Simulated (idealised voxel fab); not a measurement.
process module | voxel wiring stack
cross-section cut | 180 nm wide | cells 5 nm
A cross-section is a grid of square cells, given in bands from the top down. A band is one or more rows of cells.
Each band's line starts with the height of the band's top and of its bottom, in nm. Then come its materials from left to right, each with its width in nm. One material with "throughout" fills the band from edge to edge. "air" is empty space.
Height 0 is the level under which the wafer as received is all one material. The lowest band goes on downwards, as in "0 down".
A width such as "30 to 40" changes by the same amount from each row of cells to the next, from the band's top row to its bottom row.
"no change" after a step means that no cell of the cross-section changed.
closed voids: empty space of 8 cells or more with no open way to the top, each as width x height at its distance from the left edge, in nm
after a step's settings: what the simulator itself notes on the step
overlay nm, on a step with a mask: how far to the right of its planned place the mask lay; to the left if negative
plan
1 op RECEIVE | material Si
2 op CONFORMAL_DEP | material SiO2 | thk nm 10
3 op DIRECTIONAL_DEP | material TiN | thk nm 5
4 op DIRECTIONAL_DEP | material W | thk nm 15
5 op DIRECTIONAL_DEP | material aC | thk nm 15
6 op PATTERN | tone cover | mask id METAL_1 | material resist | width nm 20 | pitch nm 45 | thk nm 30 | overlay nm 0
7 op DIRECTIONAL_ETCH | etch materials aC | depth nm 15
8 op STRIP | etch materials resist
9 op DIRECTIONAL_ETCH | etch materials W | depth nm 15
10 op DIRECTIONAL_ETCH | etch materials TiN | depth nm 5
11 op STRIP | etch materials aC
12 op FILL_DEP | material SiO2 | thk nm 10
13 op CMP | height nm 30
14 op CONFORMAL_DEP | material SiCN | thk nm 5
15 op DIRECTIONAL_DEP | material lowk | thk nm 35
16 op DIRECTIONAL_DEP | material aC | thk nm 15
17 op PATTERN | tone open | mask id METAL_2_HOLES | material resist | width nm 15 | thk nm 35 | overlay nm 0
18 op DIRECTIONAL_ETCH | etch materials aC | depth nm 15
19 op STRIP | etch materials resist
20 op DIRECTIONAL_ETCH | etch materials lowk | depth nm 35
21 op STRIP | etch materials aC
22 op DIRECTIONAL_DEP | material aC | thk nm 15
23 op PATTERN | tone open | mask id METAL_2 | material resist | width nm 20 | pitch nm 45 | thk nm 30 | overlay nm 0
24 op DIRECTIONAL_ETCH | etch materials aC | depth nm 15
25 op STRIP | etch materials resist
26 op DIRECTIONAL_ETCH | etch materials lowk | depth nm 20
27 op DIRECTIONAL_ETCH | etch materials SiCN | depth nm 5
28 op STRIP | etch materials aC
29 op CONFORMAL_DEP | material TiN | thk nm 5
30 op FILL_DEP | material Cu | thk nm 5
31 op CMP | height nm 70
32 op CONFORMAL_DEP | material SiN | thk nm 5
first wafer, as planned
as received, after step 1
  0 down: Si throughout
  closed voids: none
after step 2
  10 to 0: SiO2 throughout
  below 0: unchanged
after step 3
  15 to 10: TiN throughout
  below 10: unchanged
after step 4
  30 to 15: W throughout
  below 15: unchanged
after step 5
  45 to 30: aC throughout
  below 30: unchanged
after step 6
  75 to 45: air 55 | resist 20 | air 25 | resist 20 | air 60
  below 45: unchanged
after step 7
  60 to 45: air 55 | resist 20 | air 25 | resist 20 | air 60
  45 to 30: air 55 | aC 20 | air 25 | aC 20 | air 60
  below 30: unchanged
after step 8
  45 to 30: air 55 | aC 20 | air 25 | aC 20 | air 60
  below 30: unchanged
after step 9
  45 to 30: air 55 | aC 20 | air 25 | aC 20 | air 60
  30 to 15: air 55 | W 20 | air 25 | W 20 | air 60
  below 15: unchanged
after step 10
  45 to 30: air 55 | aC 20 | air 25 | aC 20 | air 60
  30 to 15: air 55 | W 20 | air 25 | W 20 | air 60
  15 to 10: air 55 | TiN 20 | air 25 | TiN 20 | air 60
  below 10: unchanged
after step 11
  30 to 15: air 55 | W 20 | air 25 | W 20 | air 60
  below 15: unchanged
after step 12
  40 to 30: SiO2 throughout
  30 to 15: SiO2 55 | W 20 | SiO2 25 | W 20 | SiO2 60
  15 to 10: SiO2 55 | TiN 20 | SiO2 25 | TiN 20 | SiO2 60
  below 10: unchanged
after step 13
  30 to 15: SiO2 55 | W 20 | SiO2 25 | W 20 | SiO2 60
  below 15: unchanged
after step 14
  35 to 30: SiCN throughout
  below 30: unchanged
after step 15
  70 to 35: lowk throughout
  below 35: unchanged
after step 16
  85 to 70: aC throughout
  below 70: unchanged
after step 17
  120 to 85: resist 55 | air 15 | resist 110
  below 85: unchanged
after step 18
  105 to 85: resist 55 | air 15 | resist 110
  85 to 70: aC 55 | air 15 | aC 110
  below 70: unchanged
after step 19
  85 to 70: aC 55 | air 15 | aC 110
  below 70: unchanged
after step 20
  85 to 70: aC 55 | air 15 | aC 110
  70 to 35: lowk 55 | air 15 | lowk 110
  below 35: unchanged
after step 21
  70 to 35: lowk 55 | air 15 | lowk 110
  below 35: unchanged
after step 22
  85 to 70: aC 55 | air 15 | aC 110
  70 to 50: lowk 55 | air 15 | lowk 110
  50 to 35: lowk 55 | aC 15 | lowk 110
  below 35: unchanged
after step 23
  115 to 85: resist 55 | air 20 | resist 25 | air 20 | resist 60
  below 85: unchanged
after step 24
  100 to 85: resist 55 | air 20 | resist 25 | air 20 | resist 60
  85 to 70: aC 55 | air 20 | aC 25 | air 20 | aC 60
  70 to 35: lowk 55 | air 15 | lowk 110
  below 35: unchanged
after step 25
  85 to 70: aC 55 | air 20 | aC 25 | air 20 | aC 60
  below 70: unchanged
after step 26
  85 to 70: aC 55 | air 20 | aC 25 | air 20 | aC 60
  70 to 50: lowk 55 | air 20 | lowk 25 | air 20 | lowk 60
  below 50: unchanged
after step 27
  85 to 70: aC 55 | air 20 | aC 25 | air 20 | aC 60
  70 to 50: lowk 55 | air 20 | lowk 25 | air 20 | lowk 60
  50 to 35: lowk 55 | air 15 | lowk 110
  35 to 30: SiCN 55 | air 15 | SiCN 110
  below 30: unchanged
after step 28
  70 to 50: lowk 55 | air 20 | lowk 25 | air 20 | lowk 60
  below 50: unchanged
after step 29
  75 to 70: TiN 60 | air 10 | TiN 35 | air 10 | TiN 65
  70 to 55: lowk 55 | TiN 5 | air 10 | TiN 5 | lowk 25 | TiN 5 | air 10 | TiN 5 | lowk 60
  55 to 50: lowk 55 | TiN 5 | air 5 | TiN 10 | lowk 25 | TiN 20 | lowk 60
  50 to 35: lowk 55 | TiN 5 | air 5 | TiN 5 | lowk 110
  35 to 30: SiCN 55 | TiN 15 | SiCN 110
  below 30: unchanged
after step 30
  80 to 75: Cu throughout
  75 to 70: TiN 60 | Cu 10 | TiN 35 | Cu 10 | TiN 65
  70 to 55: lowk 55 | TiN 5 | Cu 10 | TiN 5 | lowk 25 | TiN 5 | Cu 10 | TiN 5 | lowk 60
  55 to 50: lowk 55 | TiN 5 | Cu 5 | TiN 10 | lowk 25 | TiN 20 | lowk 60
  50 to 35: lowk 55 | TiN 5 | Cu 5 | TiN 5 | lowk 110
  below 35: unchanged
after step 31
  70 to 55: lowk 55 | TiN 5 | Cu 10 | TiN 5 | lowk 25 | TiN 5 | Cu 10 | TiN 5 | lowk 60
  below 55: unchanged
after step 32
  75 to 70: SiN throughout
  below 70: unchanged
second wafer: like start, like plan, one mistake. Through step 22 it matches the first wafer
when step 23 should have ended
  115 to 85: air 55 | resist 20 | air 25 | resist 20 | air 60
  85 to 70: aC 55 | resist 15 | aC 110
  70 to 50: lowk 55 | resist 15 | lowk 110
  below 50: unchanged
when step 24 should have ended
  100 to 85: air 55 | resist 20 | air 25 | resist 20 | air 60
  85 to 70: air 55 | resist 15 | aC 5 | air 25 | aC 20 | air 60
  below 70: unchanged
when step 25 should have ended
  85 to 70: air 70 | aC 5 | air 25 | aC 20 | air 60
  70 to 50: lowk 55 | air 15 | lowk 110
  below 50: unchanged
when step 26 should have ended
  85 to 70: air 70 | aC 5 | air 25 | aC 20 | air 60
  70 to 50: air 70 | lowk 5 | air 25 | lowk 20 | air 60
  below 50: unchanged
when step 27 should have ended: no change
when step 28 should have ended
  70 to 50: air 70 | lowk 5 | air 25 | lowk 20 | air 60
  50 to 35: lowk 55 | air 15 | lowk 110
  below 35: unchanged
when step 29 should have ended
  75 to 70: air 65 | TiN 15 | air 15 | TiN 30 | air 55
  70 to 55: air 65 | TiN 5 | lowk 5 | TiN 5 | air 15 | TiN 5 | lowk 20 | TiN 5 | air 55
  55 to 50: TiN 60 | air 5 | TiN 5 | lowk 5 | TiN 25 | lowk 20 | TiN 60
  50 to 40: lowk 55 | TiN 5 | air 5 | TiN 5 | lowk 110
  40 to 35: lowk 55 | TiN 15 | lowk 110
  below 35: unchanged
when step 30 should have ended
  80 to 75: Cu throughout
  75 to 70: Cu 65 | TiN 15 | Cu 15 | TiN 30 | Cu 55
  70 to 55: Cu 65 | TiN 5 | lowk 5 | TiN 5 | Cu 15 | TiN 5 | lowk 20 | TiN 5 | Cu 55
  55 to 50: TiN 60 | Cu 5 | TiN 5 | lowk 5 | TiN 25 | lowk 20 | TiN 60
  50 to 40: lowk 55 | TiN 5 | Cu 5 | TiN 5 | lowk 110
  below 40: unchanged
when step 31 should have ended
  70 to 55: Cu 65 | TiN 5 | lowk 5 | TiN 5 | Cu 15 | TiN 5 | lowk 20 | TiN 5 | Cu 55
  below 55: unchanged
when step 32 should have ended
  75 to 70: SiN throughout
  below 70: unchanged
what went wrong: step 23 ran as: op PATTERN | tone cover | mask id METAL_2 | material resist | width nm 20 | pitch nm 45 | thk nm 30 | overlay nm 0
at the end the second wafer has, in cells: 68 more of Cu | 3 more of SiCN | 21 more of TiN | 92 fewer of lowk
